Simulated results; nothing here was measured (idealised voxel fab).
Process module in this document: voxel wiring stack
The width of the displayed cross-section, cut, is 250 nm; its cells are square, with a size of 5 nm.
Cross-section = grid of square cells, listed top down in bands; band = one or more rows.
Band entry format. Leading values: height of top, height of bottom, nm. Remainder: materials in left-to-right order, each with its width in nm. Special words: "everywhere" on a single material, which then fills the band edge to edge; "empty", empty space.
Heads up on the height convention: 0 is the point under which the incoming wafer is all one material, and the lowest band has no bottom, it just keeps going down, like "from 0 down".
Quick explanation for "30 to 40": the width changes in equal steps down the rows of cells, from the first number in the band's top row to the second number in its bottom row.
The cross-section has no changed cell in any step marked "nothing altered".
In "Enclosed void catalog" the enclosed voids are listed, meaning empty spaces of 8 cells or larger without any opening to the top. The form is width x height at distance, distance from the left edge, units nm.
That trailing text on a step's line, after the settings, is the simulator's own remark on the step.
For masked steps, "overlay nm" on the step line gives how far right of plan the mask actually lay; a minus sign means it lay to the left.

Set out below are the planned steps of the process
step 1: RECEIVE: material Si
step 2: CONFORMAL_DEP: material SiO2, thk nm 15
step 3: CONFORMAL_DEP: material SiN, thk nm 5
step 4: DIRECTIONAL_DEP: material lowk, thk nm 25
step 5: DIRECTIONAL_DEP: material aC, thk nm 10
step 6: PATTERN: tone open, mask id METAL_1, material resist, width nm 25, pitch nm 45, thk nm 25, overlay nm 0
step 7: DIRECTIONAL_ETCH: etch materials aC, depth nm 10
step 8: STRIP: etch materials resist
step 9: DIRECTIONAL_ETCH: etch materials lowk, depth nm 25
step 10: DIRECTIONAL_ETCH: etch materials SiN, depth nm 5
step 11: STRIP: etch materials aC
step 12: CONFORMAL_DEP: material TiN, thk nm 5
step 13: FILL_DEP: material W, thk nm 10
step 14: CMP: height nm 45
step 15: CONFORMAL_DEP: material SiCN, thk nm 5
step 16: DIRECTIONAL_DEP: material lowk, thk nm 20
step 17: MASKED_ETCH: tone open, mask id PLUG_1, width nm 15, pitch nm 90, etch materials lowk, depth nm 20, overlay nm 0
step 18: MASKED_ETCH: tone open, mask id PLUG_1, width nm 15, pitch nm 90, etch materials SiCN, depth nm 5, overlay nm 0
step 19: EPI: material Ru, thk nm 10
step 20: EPI: material Ru, thk nm 10
step 21: EPI: material Ru, thk nm 5
step 22: CONFORMAL_DEP: material SiN, thk nm 5
step 23: DIRECTIONAL_DEP: material lowk, thk nm 25
step 24: MASKED_ETCH: tone open, mask id METAL_2, width nm 25, pitch nm 45, etch materials lowk, depth nm 25, overlay nm 0
step 25: MASKED_ETCH: tone open, mask id METAL_2, width nm 25, pitch nm 45, etch materials SiN, depth nm 5, overlay nm 0
step 26: CONFORMAL_DEP: material TiN, thk nm 5
step 27: FILL_DEP: material Ru, thk nm 10
step 28: CMP: height nm 100
step 29: CONFORMAL_DEP: material SiCN, thk nm 5
step 30: DIRECTIONAL_DEP: material lowk, thk nm 10
step 31: PATTERN: tone open, mask id PLUG_2, material resist, width nm 15, pitch nm 45, thk nm 20, overlay nm 0
step 32: DIRECTIONAL_ETCH: etch materials lowk, depth nm 10
step 33: DIRECTIONAL_ETCH: etch materials SiCN, depth nm 5
step 34: STRIP: etch materials resist
step 35: CONFORMAL_DEP: material TiN, thk nm 5
step 36: FILL_DEP: material W, thk nm 10
step 37: CMP: height nm 115
step 38: DIRECTIONAL_DEP: material TiN, thk nm 5
step 39: DIRECTIONAL_DEP: material W, thk nm 15
step 40: DIRECTIONAL_DEP: material aC, thk nm 10
step 41: PATTERN: tone cover, mask id METAL_3, material resist, width nm 25, pitch nm 45, thk nm 30, overlay nm 0
step 42: DIRECTIONAL_ETCH: etch materials aC, depth nm 10
step 43: STRIP: etch materials resist
step 44: DIRECTIONAL_ETCH: etch materials W, depth nm 15
step 45: DIRECTIONAL_ETCH: etch materials TiN, depth nm 5
step 46: STRIP: etch materials aC
step 47: FILL_DEP: material lowk, thk nm 10
step 48: CMP: height nm 135
step 49: CONFORMAL_DEP: material SiN, thk nm 5

This is the cross-section of the wafer as we received it, i.e. after step 1
> from 0 down = Si everywhere
> Enclosed void catalog: none

Figure: cross-sectional view of the wafer upon completion of the module, processed from the initial state and according to the plan depicted above, with one error introduced during execution
> from 140 to 135 = SiN everywhere
> from 135 to 125 = lowk everywhere
> from 125 to 110 = 45 of lowk, then 25 of W, then 20 of lowk, then 25 of W, then 20 of lowk, then 25 of W, then 20 of lowk, then 25 of W, then 45 of lowk
> from 110 to 105 = 45 of lowk, then 25 of TiN, then 20 of lowk, then 25 of TiN, then 20 of lowk, then 25 of TiN, then 20 of lowk, then 25 of TiN, then 45 of lowk
> from 105 to 100 = 45 of SiCN, then 15 of TiN, then 30 of SiCN, then 15 of TiN, then 30 of SiCN, then 15 of TiN, then 30 of SiCN, then 15 of TiN, then 55 of SiCN
> from 100 to 75 = 45 of lowk, then 5 of TiN, then 15 of Ru, then 5 of TiN, then 20 of lowk, then 5 of TiN, then 15 of Ru, then 5 of TiN, then 20 of lowk, then 5 of TiN, then 15 of Ru, then 5 of TiN, then 20 of lowk, then 5 of TiN, then 15 of Ru, then 5 of TiN, then 45 of lowk
> from 75 to 70 = 45 of SiN, then 25 of TiN, then 20 of SiN, then 25 of TiN, then 20 of SiN, then 25 of TiN, then 20 of SiN, then 25 of TiN, then 45 of SiN
> from 70 to 50 = 45 of lowk, then 15 of Ru, then 75 of lowk, then 15 of Ru, then 100 of lowk
> from 50 to 45 = 45 of SiCN, then 15 of Ru, then 75 of SiCN, then 15 of Ru, then 100 of SiCN
> from 45 to 20 = 45 of lowk, then 5 of TiN, then 15 of W, then 5 of TiN, then 20 of lowk, then 5 of TiN, then 15 of W, then 5 of TiN, then 20 of lowk, then 5 of TiN, then 15 of W, then 5 of TiN, then 20 of lowk, then 5 of TiN, then 15 of W, then 5 of TiN, then 45 of lowk
> from 20 to 15 = 45 of SiN, then 25 of TiN, then 20 of SiN, then 25 of TiN, then 20 of SiN, then 25 of TiN, then 20 of SiN, then 25 of TiN, then 45 of SiN
> from 15 to 0 = SiO2 everywhere
> from 0 down = Si everywhere
> Enclosed void catalog: none
Which mistake was made when the wafer was run? the process deviated at step 37: the operation and settings actually run there were CMP: height nm 105
